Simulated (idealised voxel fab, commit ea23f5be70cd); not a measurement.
Herein follows the process module entitled voxel wiring stack.
Displayed cross-section: cut, width of 245 nm, square cells sized 5 nm.
Cross-section format: a grid of square cells, given as bands from top to bottom; each band is one or more rows of cells. Within each band entry, the heights of the top and of the bottom of the band appear first, in that order and in nm; the materials of the band then follow from left to right, each with its corresponding width in nm. The designation "everywhere" on a single material indicates that it fills the band from edge to edge; the designation "blank" indicates empty space. Heights are measured from 0, the level below which the as-received wafer is all one material; the lowest band has no bottom and continues downward, written as in "from 0 down". Think of "30..40" as a width that walks from the first number to the second as you go down the band, top row to bottom row, taking equal-sized steps from row to row. "remains unaltered" for a step: no cell of the cross-section changed in that step. Closed-off voids of 8+ cells (no open route to the top) go in "Closed internal voids", written width x height at distance from the left edge, in nm. If you see something after the settings on a step's line, that's the simulator's own remark about that step. When a step includes a mask, the "overlay nm" setting on its line states how far to the right of its planned place that mask lay, and negative values state how far to the left. What follows is a series of pairs. Each pair shows a cross-section before one process step and the cross-section after it, and the after view is drawn only down to the lowest band that changed. Beneath each pair is the step that lies between the two, with its settings. Pairs may come from different runs of this module on the same starting wafer, so a pair continues from the one above it only where its entry headed "Preceding state" says so.
[Preceding state]
* from 0 down  Si everywhere
* Closed internal voids: none
[Post-Step Section View]
* from 15 to 0  SiO2 everywhere
* Heights below 0 show no change.
* Closed internal voids: none
Which process step falls between the two cross-sections above? CONFORMAL_DEP,material SiO2,thk nm 15
Preceding state: we pick up right where the pair above leaves off, with its after cross-section.
[Post-Step Section View]
* from 20 to 15  TiN everywhere
* Heights below 15 show no change.
* Closed internal voids: none
Which process step falls between the two cross-sections above? DIRECTIONAL_DEP,material TiN,thk nm 5
Preceding state: we pick up right where the pair above leaves off, with its after cross-section.
[Post-Step Section View]
* from 35 to 20  Ru everywhere
* Heights below 20 show no change.
* Closed internal voids: none
Which process step falls between the two cross-sections above? DIRECTIONAL_DEP,material Ru,thk nm 15
Preceding state: we pick up right where the pair above leaves off, with its after cross-section.
[Post-Step Section View]
* from 50 to 35  aC everywhere
* Heights below 35 show no change.
* Closed internal voids: none
Which process step falls between the two cross-sections above? DIRECTIONAL_DEP,material aC,thk nm 15
Preceding state: we pick up right where the pair above leaves off, with its after cross-section.
[Post-Step Section View]
* from 80 to 50  blank 80 nm, resist 30 nm, blank 20 nm, resist 30 nm, blank 85 nm
* Heights below 50 show no change.
* Closed internal voids: none
Which process step falls between the two cross-sections above? PATTERN,tone cover,mask id METAL_1,material resist,width nm 30,pitch nm 50,thk nm 30,overlay nm 0
Preceding state: we pick up right where the pair above leaves off, with its after cross-section.
[Post-Step Section View]
* from 65 to 50  blank 80 nm, resist 30 nm, blank 20 nm, resist 30 nm, blank 85 nm
* from 50 to 35  blank 80 nm, aC 30 nm, blank 20 nm, aC 30 nm, blank 85 nm
* Heights below 35 show no change.
* Closed internal voids: none
Which process step falls between the two cross-sections above? DIRECTIONAL_ETCH,etch materials aC,depth nm 15
Preceding state: we pick up right where the pair above leaves off, with its after cross-section.
[Post-Step Section View]
* from 50 to 35  blank 80 nm, aC 30 nm, blank 20 nm, aC 30 nm, blank 85 nm
* Heights below 35 show no change.
* Closed internal voids: none
Which process step falls between the two cross-sections above? STRIP,etch materials resist
Preceding state: we pick up right where the pair above leaves off, with its after cross-section.
[Post-Step Section View]
* from 50 to 35  blank 80 nm, aC 30 nm, blank 20 nm, aC 30 nm, blank 85 nm
* from 35 to 20  blank 80 nm, Ru 30 nm, blank 20 nm, Ru 30 nm, blank 85 nm
* Heights below 20 show no change.
* Closed internal voids: none
Which process step falls between the two cross-sections above? DIRECTIONAL_ETCH,etch materials Ru,depth nm 15
Preceding state: we pick up right where the pair above leaves off, with its after cross-section.
[Post-Step Section View]
* from 50 to 35  blank 80 nm, aC 30 nm, blank 20 nm, aC 30 nm, blank 85 nm
* from 35 to 20  blank 80 nm, Ru 30 nm, blank 20 nm, Ru 30 nm, blank 85 nm
* from 20 to 15  blank 80 nm, TiN 30 nm, blank 20 nm, TiN 30 nm, blank 85 nm
* Heights below 15 show no change.
* Closed internal voids: none
Which process step falls between the two cross-sections above? DIRECTIONAL_ETCH,etch materials TiN,depth nm 5
Preceding state: we pick up right where the pair above leaves off, with its after cross-section.
[Post-Step Section View]
* from 35 to 20  blank 80 nm, Ru 30 nm, blank 20 nm, Ru 30 nm, blank 85 nm
* Heights below 20 show no change.
* Closed internal voids: none
Which process step falls between the two cross-sections above? STRIP,etch materials aC
Preceding state: we pick up right where the pair above leaves off, with its after cross-section.
[Post-Step Section View]
* from 40 to 35  SiO2 everywhere
* from 35 to 20  SiO2 80 nm, Ru 30 nm, SiO2 20 nm, Ru 30 nm, SiO2 85 nm
* from 20 to 15  SiO2 80 nm, TiN 30 nm, SiO2 20 nm, TiN 30 nm, SiO2 85 nm
* Heights below 15 show no change.
* Closed internal voids: none
Which process step falls between the two cross-sections above? FILL_DEP,material SiO2,thk nm 5
Preceding state: we pick up right where the pair above leaves off, with its after cross-section.
[Post-Step Section View]
* from 35 to 20  SiO2 80 nm, Ru 30 nm, SiO2 20 nm, Ru 30 nm, SiO2 85 nm
* Heights below 20 show no change.
* Closed internal voids: none
Which process step falls between the two cross-sections above? CMP,height nm 35
Preceding state: we pick up right where the pair above leaves off, with its after cross-section.
[Post-Step Section View]
* from 40 to 35  SiCN everywhere
* Heights below 35 show no change.
* Closed internal voids: none
Which process step falls between the two cross-sections above? CONFORMAL_DEP,material SiCN,thk nm 5
Preceding state: we pick up right where the pair above leaves off, with its after cross-section.
[Post-Step Section View]
* from 70 to 40  lowk everywhere
* Heights below 40 show no change.
* Closed internal voids: none
Which process step falls between the two cross-sections above? DIRECTIONAL_DEP,material lowk,thk nm 30
Preceding state: we pick up right where the pair above leaves off, with its after cross-section.
[Post-Step Section View]
* from 85 to 70  resist 80 nm, blank 30 nm, resist 20 nm, blank 30 nm, resist 85 nm
* Heights below 70 show no change.
* Closed internal voids: none
Which process step falls between the two cross-sections above? PATTERN,tone open,mask id METAL_2,material resist,width nm 30,pitch nm 50,thk nm 15,overlay nm 0
Preceding state: we pick up right where the pair above leaves off, with its after cross-section.
[Post-Step Section View]
* from 85 to 70  resist 80 nm, blank 30 nm, resist 20 nm, blank 30 nm, resist 85 nm
* from 70 to 55  lowk 80 nm, blank 30 nm, lowk 20 nm, blank 30 nm, lowk 85 nm
* Heights below 55 show no change.
* Closed internal voids: none
Which process step falls between the two cross-sections above? DIRECTIONAL_ETCH,etch materials lowk,depth nm 15
Preceding state: we pick up right where the pair above leaves off, with its after cross-section.
[Post-Step Section View]
* from 70 to 55  lowk 80 nm, blank 30 nm, lowk 20 nm, blank 30 nm, lowk 85 nm
* Heights below 55 show no change.
* Closed internal voids: none
Which process step falls between the two cross-sections above? STRIP,etch materials resist
Preceding state: we pick up right where the pair above leaves off, with its after cross-section.
[Post-Step Section View]
* from 85 to 70  resist 80 nm, blank 15 nm, resist 35 nm, blank 15 nm, resist 100 nm
* from 70 to 55  lowk 80 nm, blank 15 nm, resist 15 nm, lowk 20 nm, blank 15 nm, resist 15 nm, lowk 85 nm
* Heights below 55 show no change.
* Closed internal voids: none
Which process step falls between the two cross-sections above? PATTERN,tone open,mask id METAL_2_HOLES,material resist,width nm 15,pitch nm 50,thk nm 15,overlay nm 0
Preceding state: we pick up right where the pair above leaves off, with its after cross-section.
[Post-Step Section View]
* from 85 to 70  resist 80 nm, blank 15 nm, resist 35 nm, blank 15 nm, resist 100 nm
* from 70 to 55  lowk 80 nm, blank 15 nm, resist 15 nm, lowk 20 nm, blank 15 nm, resist 15 nm, lowk 85 nm
* from 55 to 40  lowk 80 nm, blank 15 nm, lowk 35 nm, blank 15 nm, lowk 100 nm
* Heights below 40 show no change.
* Closed internal voids: none
Which process step falls between the two cross-sections above? DIRECTIONAL_ETCH,etch materials lowk,depth nm 15
Preceding state: we pick up right where the pair above leaves off, with its after cross-section.
[Post-Step Section View]
* from 85 to 70  resist 80 nm, blank 15 nm, resist 35 nm, blank 15 nm, resist 100 nm
* from 70 to 55  lowk 80 nm, blank 15 nm, resist 15 nm, lowk 20 nm, blank 15 nm, resist 15 nm, lowk 85 nm
* from 55 to 40  lowk 80 nm, blank 15 nm, lowk 35 nm, blank 15 nm, lowk 100 nm
* from 40 to 35  SiCN 80 nm, blank 15 nm, SiCN 35 nm, blank 15 nm, SiCN 100 nm
* Heights below 35 show no change.
* Closed internal voids: none
Which process step falls between the two cross-sections above? DIRECTIONAL_ETCH,etch materials SiCN,depth nm 5
Preceding state: we pick up right where the pair above leaves off, with its after cross-section.
[Post-Step Section View]
* from 70 to 55  lowk 80 nm, blank 30 nm, lowk 20 nm, blank 30 nm, lowk 85 nm
* Heights below 55 show no change.
* Closed internal voids: none
Which process step falls between the two cross-sections above? STRIP,etch materials resist
Preceding state: we pick up right where the pair above leaves off, with its after cross-section.
[Post-Step Section View]
* from 75 to 70  TiN 85 nm, blank 20 nm, TiN 30 nm, blank 20 nm, TiN 90 nm
* from 70 to 60  lowk 80 nm, TiN 5 nm, blank 20 nm, TiN 5 nm, lowk 20 nm, TiN 5 nm, blank 20 nm, TiN 5 nm, lowk 85 nm
* from 60 to 55  lowk 80 nm, TiN 5 nm, blank 5 nm, TiN 20 nm, lowk 20 nm, TiN 5 nm, blank 5 nm, TiN 20 nm, lowk 85 nm
* from 55 to 40  lowk 80 nm, TiN 5 nm, blank 5 nm, TiN 5 nm, lowk 35 nm, TiN 5 nm, blank 5 nm, TiN 5 nm, lowk 100 nm
* from 40 to 35  SiCN 80 nm, TiN 15 nm, SiCN 35 nm, TiN 15 nm, SiCN 100 nm
* Heights below 35 show no change.
* Closed internal voids: none
Which process step falls between the two cross-sections above? CONFORMAL_DEP,material TiN,thk nm 5
Preceding state: we pick up right where the pair above leaves off, with its after cross-section.
[Post-Step Section View]
* from 85 to 75  Cu everywhere
* from 75 to 70  TiN 85 nm, Cu 20 nm, TiN 30 nm, Cu 20 nm, TiN 90 nm
* from 70 to 60  lowk 80 nm, TiN 5 nm, Cu 20 nm, TiN 5 nm, lowk 20 nm, TiN 5 nm, Cu 20 nm, TiN 5 nm, lowk 85 nm
* from 60 to 55  lowk 80 nm, TiN 5 nm, Cu 5 nm, TiN 20 nm, lowk 20 nm, TiN 5 nm, Cu 5 nm, TiN 20 nm, lowk 85 nm
* from 55 to 40  lowk 80 nm, TiN 5 nm, Cu 5 nm, TiN 5 nm, lowk 35 nm, TiN 5 nm, Cu 5 nm, TiN 5 nm, lowk 100 nm
* Heights below 40 show no change.
* Closed internal voids: none
Which process step falls between the two cross-sections above? FILL_DEP,material Cu,thk nm 10
Preceding state: we pick up right where the pair above leaves off, with its after cross-section.
[Post-Step Section View]
* from 70 to 60  lowk 80 nm, TiN 5 nm, Cu 20 nm, TiN 5 nm, lowk 20 nm, TiN 5 nm, Cu 20 nm, TiN 5 nm, lowk 85 nm
* Heights below 60 show no change.
* Closed internal voids: none
Which process step falls between the two cross-sections above? CMP,height nm 70
Preceding state: we pick up right where the pair above leaves off, with its after cross-section.
[Post-Step Section View]
* from 75 to 70  SiCN everywhere
* Heights below 70 show no change.
* Closed internal voids: none
Which process step falls between the two cross-sections above? CONFORMAL_DEP,material SiCN,thk nm 5
Preceding state: we pick up right where the pair above leaves off, with its after cross-section.
[Post-Step Section View]
* from 105 to 75  lowk everywhere
* Heights below 75 show no change.
* Closed internal voids: none
Which process step falls between the two cross-sections above? DIRECTIONAL_DEP,material lowk,thk nm 30
Preceding state: we pick up right where the pair above leaves off, with its after cross-section.
[Post-Step Section View]
* from 125 to 105  resist 80 nm, blank 30 nm, resist 20 nm, blank 30 nm, resist 85 nm
* Heights below 105 show no change.
* Closed internal voids: none
Which process step falls between the two cross-sections above? PATTERN,tone open,mask id METAL_3,material resist,width nm 30,pitch nm 50,thk nm 20,overlay nm 0
Preceding state: we pick up right where the pair above leaves off, with its after cross-section.
[Post-Step Section View]
* from 125 to 105  resist 80 nm, blank 30 nm, resist 20 nm, blank 30 nm, resist 85 nm
* from 105 to 90  lowk 80 nm, blank 30 nm, lowk 20 nm, blank 30 nm, lowk 85 nm
* Heights below 90 show no change.
* Closed internal voids: none
Which process step falls between the two cross-sections above? DIRECTIONAL_ETCH,etch materials lowk,depth nm 15
Preceding state: we pick up right where the pair above leaves off, with its after cross-section.
[Post-Step Section View]
* from 105 to 90  lowk 80 nm, blank 30 nm, lowk 20 nm, blank 30 nm, lowk 85 nm
* Heights below 90 show no change.
* Closed internal voids: none
Which process step falls between the two cross-sections above? STRIP,etch materials resist
Preceding state: we pick up right where the pair above leaves off, with its after cross-section.
[Post-Step Section View]
* from 120 to 105  resist 80 nm, blank 15 nm, resist 150 nm
* from 105 to 90  lowk 80 nm, blank 15 nm, resist 15 nm, lowk 20 nm, resist 30 nm, lowk 85 nm
* Heights below 90 show no change.
* Closed internal voids: none
Which process step falls between the two cross-sections above? PATTERN,tone open,mask id METAL_3_HOLES,material resist,width nm 15,thk nm 15,overlay nm 0
Preceding state: we pick up right where the pair above leaves off, with its after cross-section.
[Post-Step Section View]
* from 120 to 105  resist 80 nm, blank 15 nm, resist 150 nm
* from 105 to 90  lowk 80 nm, blank 15 nm, resist 15 nm, lowk 20 nm, resist 30 nm, lowk 85 nm
* from 90 to 75  lowk 80 nm, blank 15 nm, lowk 150 nm
* Heights below 75 show no change.
* Closed internal voids: none
Which process step falls between the two cross-sections above? DIRECTIONAL_ETCH,etch materials lowk,depth nm 15
Preceding state: we pick up right where the pair above leaves off, with its after cross-section.
[Post-Step Section View]
* from 120 to 105  resist 80 nm, blank 15 nm, resist 150 nm
* from 105 to 90  lowk 80 nm, blank 15 nm, resist 15 nm, lowk 20 nm, resist 30 nm, lowk 85 nm
* from 90 to 75  lowk 80 nm, blank 15 nm, lowk 150 nm
* from 75 to 70  SiCN 80 nm, blank 15 nm, SiCN 150 nm
* Heights below 70 show no change.
* Closed internal voids: none
Which process step falls between the two cross-sections above? DIRECTIONAL_ETCH,etch materials SiCN,depth nm 5
Preceding state: we pick up right where the pair above leaves off, with its after cross-section.
[Post-Step Section View]
* from 105 to 90  lowk 80 nm, blank 30 nm, lowk 20 nm, blank 30 nm, lowk 85 nm
* Heights below 90 show no change.
* Closed internal voids: none
Which process step falls between the two cross-sections above? STRIP,etch materials resist
Preceding state: we pick up right where the pair above leaves off, with its after cross-section.
[Post-Step Section View]
* from 110 to 105  TiN 85 nm, blank 20 nm, TiN 30 nm, blank 20 nm, TiN 90 nm
* from 105 to 95  lowk 80 nm, TiN 5 nm, blank 20 nm, TiN 5 nm, lowk 20 nm, TiN 5 nm, blank 20 nm, TiN 5 nm, lowk 85 nm
* from 95 to 90  lowk 80 nm, TiN 5 nm, blank 5 nm, TiN 20 nm, lowk 20 nm, TiN 30 nm, lowk 85 nm
* from 90 to 75  lowk 80 nm, TiN 5 nm, blank 5 nm, TiN 5 nm, lowk 150 nm
* from 75 to 70  SiCN 80 nm, TiN 15 nm, SiCN 150 nm
* Heights below 70 show no change.
* Closed internal voids: none
Which process step falls between the two cross-sections above? CONFORMAL_DEP,material TiN,thk nm 5
Preceding state: we pick up right where the pair above leaves off, with its after cross-section.
[Post-Step Section View]
* from 120 to 110  Cu everywhere
* from 110 to 105  TiN 85 nm, Cu 20 nm, TiN 30 nm, Cu 20 nm, TiN 90 nm
* from 105 to 95  lowk 80 nm, TiN 5 nm, Cu 20 nm, TiN 5 nm, lowk 20 nm, TiN 5 nm, Cu 20 nm, TiN 5 nm, lowk 85 nm
* from 95 to 90  lowk 80 nm, TiN 5 nm, Cu 5 nm, TiN 20 nm, lowk 20 nm, TiN 30 nm, lowk 85 nm
* from 90 to 75  lowk 80 nm, TiN 5 nm, Cu 5 nm, TiN 5 nm, lowk 150 nm
* Heights below 75 show no change.
* Closed internal voids: none
Which process step falls between the two cross-sections above? FILL_DEP,material Cu,thk nm 10
Preceding state: we pick up right where the pair above leaves off, with its after cross-section.
[Post-Step Section View]
* from 105 to 95  lowk 80 nm, TiN 5 nm, Cu 20 nm, TiN 5 nm, lowk 20 nm, TiN 5 nm, Cu 20 nm, TiN 5 nm, lowk 85 nm
* Heights below 95 show no change.
* Closed internal voids: none
Which process step falls between the two cross-sections above? CMP,height nm 105
Preceding state: we pick up right where the pair above leaves off, with its after cross-section.
[Post-Step Section View]
* from 110 to 105  SiN everywhere
* Heights below 105 show no change.
* Closed internal voids: none
Which process step falls between the two cross-sections above? CONFORMAL_DEP,material SiN,thk nm 5
[Preceding state]
* from 85 to 75  Cu everywhere
* from 75 to 70  TiN 85 nm, Cu 20 nm, TiN 30 nm, Cu 20 nm, TiN 90 nm
* from 70 to 60  lowk 80 nm, TiN 5 nm, Cu 20 nm, TiN 5 nm, lowk 20 nm, TiN 5 nm, Cu 20 nm, TiN 5 nm, lowk 85 nm
* from 60 to 55  lowk 80 nm, TiN 5 nm, Cu 5 nm, TiN 20 nm, lowk 20 nm, TiN 5 nm, Cu 5 nm, TiN 20 nm, lowk 85 nm
* from 55 to 40  lowk 80 nm, TiN 5 nm, Cu 5 nm, TiN 5 nm, lowk 35 nm, TiN 5 nm, Cu 5 nm, TiN 5 nm, lowk 100 nm
* from 40 to 35  SiCN 80 nm, TiN 15 nm, SiCN 35 nm, TiN 15 nm, SiCN 100 nm
* from 35 to 20  SiO2 80 nm, Ru 30 nm, SiO2 20 nm, Ru 30 nm, SiO2 85 nm
* from 20 to 15  SiO2 80 nm, TiN 30 nm, SiO2 20 nm, TiN 30 nm, SiO2 85 nm
* from 15 to 0  SiO2 everywhere
* from 0 down  Si everywhere
* Closed internal voids: none
[Post-Step Section View]
* from 90 to 85  SiCN everywhere
* Heights below 85 show no change.
* Closed internal voids: none
Which process step falls between the two cross-sections above? CONFORMAL_DEP,material SiCN,thk nm 5
Preceding state: we pick up right where the pair above leaves off, with its after cross-section.
[Post-Step Section View]
* from 120 to 90  lowk everywhere
* Heights below 90 show no change.
* Closed internal voids: none
Which process step falls between the two cross-sections above? DIRECTIONAL_DEP,material lowk,thk nm 30
Preceding state: we pick up right where the pair above leaves off, with its after cross-section.
[Post-Step Section View]
* from 140 to 120  resist 80 nm, blank 30 nm, resist 20 nm, blank 30 nm, resist 85 nm
* Heights below 120 show no change.
* Closed internal voids: none
Which process step falls between the two cross-sections above? PATTERN,tone open,mask id METAL_3,material resist,width nm 30,pitch nm 50,thk nm 20,overlay nm 0
Preceding state: we pick up right where the pair above leaves off, with its after cross-section.
[Post-Step Section View]
* from 140 to 120  resist 80 nm, blank 30 nm, resist 20 nm, blank 30 nm, resist 85 nm
* from 120 to 105  lowk 80 nm, blank 30 nm, lowk 20 nm, blank 30 nm, lowk 85 nm
* Heights below 105 show no change.
* Closed internal voids: none
Which process step falls between the two cross-sections above? DIRECTIONAL_ETCH,etch materials lowk,depth nm 15
Preceding state: we pick up right where the pair above leaves off, with its after cross-section.
[Post-Step Section View]
* from 120 to 105  lowk 80 nm, blank 30 nm, lowk 20 nm, blank 30 nm, lowk 85 nm
* Heights below 105 show no change.
* Closed internal voids: none
Which process step falls between the two cross-sections above? STRIP,etch materials resist
Preceding state: we pick up right where the pair above leaves off, with its after cross-section.
[Post-Step Section View]
* from 135 to 120  resist 80 nm, blank 15 nm, resist 150 nm
* from 120 to 105  lowk 80 nm, blank 15 nm, resist 15 nm, lowk 20 nm, resist 30 nm, lowk 85 nm
* Heights below 105 show no change.
* Closed internal voids: none
Which process step falls between the two cross-sections above? PATTERN,tone open,mask id METAL_3_HOLES,material resist,width nm 15,thk nm 15,overlay nm 0
Preceding state: we pick up right where the pair above leaves off, with its after cross-section.
[Post-Step Section View]
* from 135 to 120  resist 80 nm, blank 15 nm, resist 150 nm
* from 120 to 105  lowk 80 nm, blank 15 nm, resist 15 nm, lowk 20 nm, resist 30 nm, lowk 85 nm
* from 105 to 90  lowk 80 nm, blank 15 nm, lowk 150 nm
* Heights below 90 show no change.
* Closed internal voids: none
Which process step falls between the two cross-sections above? DIRECTIONAL_ETCH,etch materials lowk,depth nm 15
Preceding state: we pick up right where the pair above leaves off, with its after cross-section.
[Post-Step Section View]
* from 135 to 120  resist 80 nm, blank 15 nm, resist 150 nm
* from 120 to 105  lowk 80 nm, blank 15 nm, resist 15 nm, lowk 20 nm, resist 30 nm, lowk 85 nm
* from 105 to 90  lowk 80 nm, blank 15 nm, lowk 150 nm
* from 90 to 85  SiCN 80 nm, blank 15 nm, SiCN 150 nm
* Heights below 85 show no change.
* Closed internal voids: none
Which process step falls between the two cross-sections above? DIRECTIONAL_ETCH,etch materials SiCN,depth nm 5
Preceding state: we pick up right where the pair above leaves off, with its after cross-section.
[Post-Step Section View]
* from 120 to 105  lowk 80 nm, blank 30 nm, lowk 20 nm, blank 30 nm, lowk 85 nm
* Heights below 105 show no change.
* Closed internal voids: none
Which process step falls between the two cross-sections above? STRIP,etch materials resist
Preceding state: we pick up right where the pair above leaves off, with its after cross-section.
[Post-Step Section View]
* from 125 to 120  TiN 85 nm, blank 20 nm, TiN 30 nm, blank 20 nm, TiN 90 nm
* from 120 to 110  lowk 80 nm, TiN 5 nm, blank 20 nm, TiN 5 nm, lowk 20 nm, TiN 5 nm, blank 20 nm, TiN 5 nm, lowk 85 nm
* from 110 to 105  lowk 80 nm, TiN 5 nm, blank 5 nm, TiN 20 nm, lowk 20 nm, TiN 30 nm, lowk 85 nm
* from 105 to 90  lowk 80 nm, TiN 5 nm, blank 5 nm, TiN 5 nm, lowk 150 nm
* from 90 to 85  SiCN 80 nm, TiN 15 nm, SiCN 150 nm
* Heights below 85 show no change.
* Closed internal voids: none
Which process step falls between the two cross-sections above? CONFORMAL_DEP,material TiN,thk nm 5
Preceding state: we pick up right where the pair above leaves off, with its after cross-section.
[Post-Step Section View]
* from 135 to 125  Cu everywhere
* from 125 to 120  TiN 85 nm, Cu 20 nm, TiN 30 nm, Cu 20 nm, TiN 90 nm
* from 120 to 110  lowk 80 nm, TiN 5 nm, Cu 20 nm, TiN 5 nm, lowk 20 nm, TiN 5 nm, Cu 20 nm, TiN 5 nm, lowk 85 nm
* from 110 to 105  lowk 80 nm, TiN 5 nm, Cu 5 nm, TiN 20 nm, lowk 20 nm, TiN 30 nm, lowk 85 nm
* from 105 to 90  lowk 80 nm, TiN 5 nm, Cu 5 nm, TiN 5 nm, lowk 150 nm
* Heights below 90 show no change.
* Closed internal voids: none
Which process step falls between the two cross-sections above? FILL_DEP,material Cu,thk nm 10
Preceding state: we pick up right where the pair above leaves off, with its after cross-section.
[Post-Step Section View]
* from 105 to 90  lowk 80 nm, TiN 5 nm, Cu 5 nm, TiN 5 nm, lowk 150 nm
* Heights below 90 show no change.
* Closed internal voids: none
Which process step falls between the two cross-sections above? CMP,height nm 105
Preceding state: we pick up right where the pair above leaves off, with its after cross-section.
[Post-Step Section View]
* from 110 to 105  SiN everywhere
* Heights below 105 show no change.
* Closed internal voids: none
Which process step falls between the two cross-sections above? CONFORMAL_DEP,material SiN,thk nm 5
[Preceding state]
* from 70 to 40  lowk everywhere
* from 40 to 35  SiCN everywhere
* from 35 to 20  SiO2 80 nm, Ru 30 nm, SiO2 20 nm, Ru 30 nm, SiO2 85 nm
* from 20 to 15  SiO2 80 nm, TiN 30 nm, SiO2 20 nm, TiN 30 nm, SiO2 85 nm
* from 15 to 0  SiO2 everywhere
* from 0 down  Si everywhere
* Closed internal voids: none
[Post-Step Section View]
* from 100 to 40  lowk everywhere
* Heights below 40 show no change.
* Closed internal voids: none
Which process step falls between the two cross-sections above? DIRECTIONAL_DEP,material lowk,thk nm 30
Preceding state: we pick up right where the pair above leaves off, with its after cross-section.
[Post-Step Section View]
* from 115 to 100  resist 80 nm, blank 30 nm, resist 20 nm, blank 30 nm, resist 85 nm
* Heights below 100 show no change.
* Closed internal voids: none
Which process step falls between the two cross-sections above? PATTERN,tone open,mask id METAL_2,material resist,width nm 30,pitch nm 50,thk nm 15,overlay nm 0
Preceding state: we pick up right where the pair above leaves off, with its after cross-section.
[Post-Step Section View]
* from 115 to 100  resist 80 nm, blank 30 nm, resist 20 nm, blank 30 nm, resist 85 nm
* from 100 to 85  lowk 80 nm, blank 30 nm, lowk 20 nm, blank 30 nm, lowk 85 nm
* Heights below 85 show no change.
* Closed internal voids: none
Which process step falls between the two cross-sections above? DIRECTIONAL_ETCH,etch materials lowk,depth nm 15
Preceding state: we pick up right where the pair above leaves off, with its after cross-section.
[Post-Step Section View]
* from 100 to 85  lowk 80 nm, blank 30 nm, lowk 20 nm, blank 30 nm, lowk 85 nm
* Heights below 85 show no change.
* Closed internal voids: none
Which process step falls between the two cross-sections above? STRIP,etch materials resist
Preceding state: we pick up right where the pair above leaves off, with its after cross-section.
[Post-Step Section View]
* from 115 to 100  resist 80 nm, blank 15 nm, resist 35 nm, blank 15 nm, resist 100 nm
* from 100 to 85  lowk 80 nm, blank 15 nm, resist 15 nm, lowk 20 nm, blank 15 nm, resist 15 nm, lowk 85 nm
* Heights below 85 show no change.
* Closed internal voids: none
Which process step falls between the two cross-sections above? PATTERN,tone open,mask id METAL_2_HOLES,material resist,width nm 15,pitch nm 50,thk nm 15,overlay nm 0
Preceding state: we pick up right where the pair above leaves off, with its after cross-section.
[Post-Step Section View]
* from 115 to 100  resist 80 nm, blank 15 nm, resist 35 nm, blank 15 nm, resist 100 nm
* from 100 to 85  lowk 80 nm, blank 15 nm, resist 15 nm, lowk 20 nm, blank 15 nm, resist 15 nm, lowk 85 nm
* from 85 to 70  lowk 80 nm, blank 15 nm, lowk 35 nm, blank 15 nm, lowk 100 nm
* Heights below 70 show no change.
* Closed internal voids: none
Which process step falls between the two cross-sections above? DIRECTIONAL_ETCH,etch materials lowk,depth nm 15
Preceding state: we pick up right where the pair above leaves off, with its after cross-section.
[Post-Step Section View]
* from 100 to 85  lowk 80 nm, blank 30 nm, lowk 20 nm, blank 30 nm, lowk 85 nm
* Heights below 85 show no change.
* Closed internal voids: none
Which process step falls between the two cross-sections above? STRIP,etch materials resist
Preceding state: we pick up right where the pair above leaves off, with its after cross-section.
[Post-Step Section View]
* from 105 to 100  TiN 85 nm, blank 20 nm, TiN 30 nm, blank 20 nm, TiN 90 nm
* from 100 to 90  lowk 80 nm, TiN 5 nm, blank 20 nm, TiN 5 nm, lowk 20 nm, TiN 5 nm, blank 20 nm, TiN 5 nm, lowk 85 nm
* from 90 to 85  lowk 80 nm, TiN 5 nm, blank 5 nm, TiN 20 nm, lowk 20 nm, TiN 5 nm, blank 5 nm, TiN 20 nm, lowk 85 nm
* from 85 to 75  lowk 80 nm, TiN 5 nm, blank 5 nm, TiN 5 nm, lowk 35 nm, TiN 5 nm, blank 5 nm, TiN 5 nm, lowk 100 nm
* from 75 to 70  lowk 80 nm, TiN 15 nm, lowk 35 nm, TiN 15 nm, lowk 100 nm
* Heights below 70 show no change.
* Closed internal voids: none
Which process step falls between the two cross-sections above? CONFORMAL_DEP,material TiN,thk nm 5
Preceding state: we pick up right where the pair above leaves off, with its after cross-section.
[Post-Step Section View]
* from 115 to 105  Cu everywhere
* from 105 to 100  TiN 85 nm, Cu 20 nm, TiN 30 nm, Cu 20 nm, TiN 90 nm
* from 100 to 90  lowk 80 nm, TiN 5 nm, Cu 20 nm, TiN 5 nm, lowk 20 nm, TiN 5 nm, Cu 20 nm, TiN 5 nm, lowk 85 nm
* from 90 to 85  lowk 80 nm, TiN 5 nm, Cu 5 nm, TiN 20 nm, lowk 20 nm, TiN 5 nm, Cu 5 nm, TiN 20 nm, lowk 85 nm
* from 85 to 75  lowk 80 nm, TiN 5 nm, Cu 5 nm, TiN 5 nm, lowk 35 nm, TiN 5 nm, Cu 5 nm, TiN 5 nm, lowk 100 nm
* Heights below 75 show no change.
* Closed internal voids: none
Which process step falls between the two cross-sections above? FILL_DEP,material Cu,thk nm 10
Preceding state: we pick up right where the pair above leaves off, with its after cross-section.
[Post-Step Section View]
* from 70 to 40  lowk everywhere
* Heights below 40 show no change.
* Closed internal voids: none
Which process step falls between the two cross-sections above? CMP,height nm 70
Preceding state: we pick up right where the pair above leaves off, with its after cross-section.
[Post-Step Section View]
* from 75 to 70  SiCN everywhere
* Heights below 70 show no change.
* Closed internal voids: none
Which process step falls between the two cross-sections above? CONFORMAL_DEP,material SiCN,thk nm 5
Preceding state: we pick up right where the pair above leaves off, with its after cross-section.
[Post-Step Section View]
* from 105 to 75  lowk everywhere
* Heights below 75 show no change.
* Closed internal voids: none
Which process step falls between the two cross-sections above? DIRECTIONAL_DEP,material lowk,thk nm 30
Preceding state: we pick up right where the pair above leaves off, with its after cross-section.
[Post-Step Section View]
* from 125 to 105  resist 80 nm, blank 30 nm, resist 20 nm, blank 30 nm, resist 85 nm
* Heights below 105 show no change.
* Closed internal voids: none
Which process step falls between the two cross-sections above? PATTERN,tone open,mask id METAL_3,material resist,width nm 30,pitch nm 50,thk nm 20,overlay nm 0
Preceding state: we pick up right where the pair above leaves off, with its after cross-section.
[Post-Step Section View]
* from 125 to 105  resist 80 nm, blank 30 nm, resist 20 nm, blank 30 nm, resist 85 nm
* from 105 to 90  lowk 80 nm, blank 30 nm, lowk 20 nm, blank 30 nm, lowk 85 nm
* Heights below 90 show no change.
* Closed internal voids: none
Which process step falls between the two cross-sections above? DIRECTIONAL_ETCH,etch materials lowk,depth nm 15
Preceding state: we pick up right where the pair above leaves off, with its after cross-section.
[Post-Step Section View]
* from 105 to 90  lowk 80 nm, blank 30 nm, lowk 20 nm, blank 30 nm, lowk 85 nm
* Heights below 90 show no change.
* Closed internal voids: none
Which process step falls between the two cross-sections above? STRIP,etch materials resist
Preceding state: we pick up right where the pair above leaves off, with its after cross-section.
[Post-Step Section View]
* from 120 to 105  resist 80 nm, blank 15 nm, resist 150 nm
* from 105 to 90  lowk 80 nm, blank 15 nm, resist 15 nm, lowk 20 nm, resist 30 nm, lowk 85 nm
* Heights below 90 show no change.
* Closed internal voids: none
Which process step falls between the two cross-sections above? PATTERN,tone open,mask id METAL_3_HOLES,material resist,width nm 15,thk nm 15,overlay nm 0
